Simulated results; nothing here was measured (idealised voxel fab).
Process module under the name voxel air gaps
235 nm wide, 5 nm square cells: that's cross-section cut.
A cross-section is written here as square cells arranged in a grid, and it is given in bands from the top down, each band taking up one or more rows of cells. Band: top height; bottom height; in nm. Then, left to right: material with width in nm, for each material. "all across": a single material spanning edge to edge. "empty": empty space. Heights from 0 (as-received wafer is one material below). Bottom band endless downward, as "z 0 and below". You'd read "30..40" like this: the band's top row of cells is as wide as the first number, its bottom row is as wide as the second, and going down, every row changes width by the same amount as the row before did. "no modification" for a step: no cell of the cross-section changed in that step. Heads up: "Voids, sealed" only lists the empty pockets with no open path to the top that are 8 cells or more, and it writes them as width x height at distance, distance from the left edge, in nm. Step line, after settings: the simulator's comment on this step. Steps that use a mask can have "overlay nm" on their line. It says how far the mask sat to the right of where it was meant to be. Negative means to the left.

Process steps foreseen in the plan
1,op RECEIVE | material Si
2,op CONFORMAL_DEP | material SiO2 | thk nm 15
3,op CONFORMAL_DEP | material SiCN | thk nm 5
4,op DIRECTIONAL_DEP | material lowk | thk nm 30
5,op PATTERN | tone open | mask id LINES | material resist | width nm 20 | pitch nm 50 | thk nm 15 | overlay nm 0
6,op DIRECTIONAL_ETCH | etch materials lowk | depth nm 30
7,op STRIP | etch materials resist
8,op CONFORMAL_DEP | material TiN | thk nm 5
9,op FILL_DEP | material W | thk nm 5
10,op CMP | height nm 50
11,op EPI | material Ru | thk nm 10
12,op SELECTIVE_ETCH | etch materials lowk | depth nm 40
13,op CONFORMAL_DEP | material SiCN | thk nm 5

As-received state of the wafer in cross-section, equivalent to post-step 1
	z 0 and below  Si all across
	Voids, sealed: none

Starting structure and process plan are as shown above, but one mistake was made in running the module; the wafer cross-section at the end of the module follows
	z 65 to 60  empty 40 nm / SiCN 150 nm / empty 45 nm
	z 60 to 50  empty 40 nm / SiCN 5 nm / Ru 40 nm / SiCN 10 nm / Ru 40 nm / SiCN 10 nm / Ru 40 nm / SiCN 5 nm / empty 45 nm
	z 50 to 45  empty 40 nm / SiCN 15 nm / TiN 5 nm / SiCN 10 nm / TiN 5 nm / SiCN 30 nm / TiN 5 nm / SiCN 10 nm / TiN 5 nm / SiCN 30 nm / TiN 5 nm / SiCN 10 nm / TiN 5 nm / SiCN 15 nm / empty 45 nm
	z 45 to 25  empty 50 nm / SiCN 5 nm / TiN 5 nm / SiCN 10 nm / TiN 5 nm / SiCN 5 nm / empty 20 nm / SiCN 5 nm / TiN 5 nm / SiCN 10 nm / TiN 5 nm / SiCN 5 nm / empty 20 nm / SiCN 5 nm / TiN 5 nm / SiCN 10 nm / TiN 5 nm / SiCN 5 nm / empty 55 nm
	z 25 to 20  SiCN 55 nm / TiN 20 nm / SiCN 30 nm / TiN 20 nm / SiCN 30 nm / TiN 20 nm / SiCN 60 nm
	z 20 to 15  SiCN all across
	z 15 to 0  SiO2 all across
	z 0 and below  Si all across
	Voids, sealed: 20 x 20 at 80; 20 x 20 at 130
Here's what went sideways: note that step 9 departed from the planned setting and was carried out as op FILL_DEP | material SiCN | thk nm 5
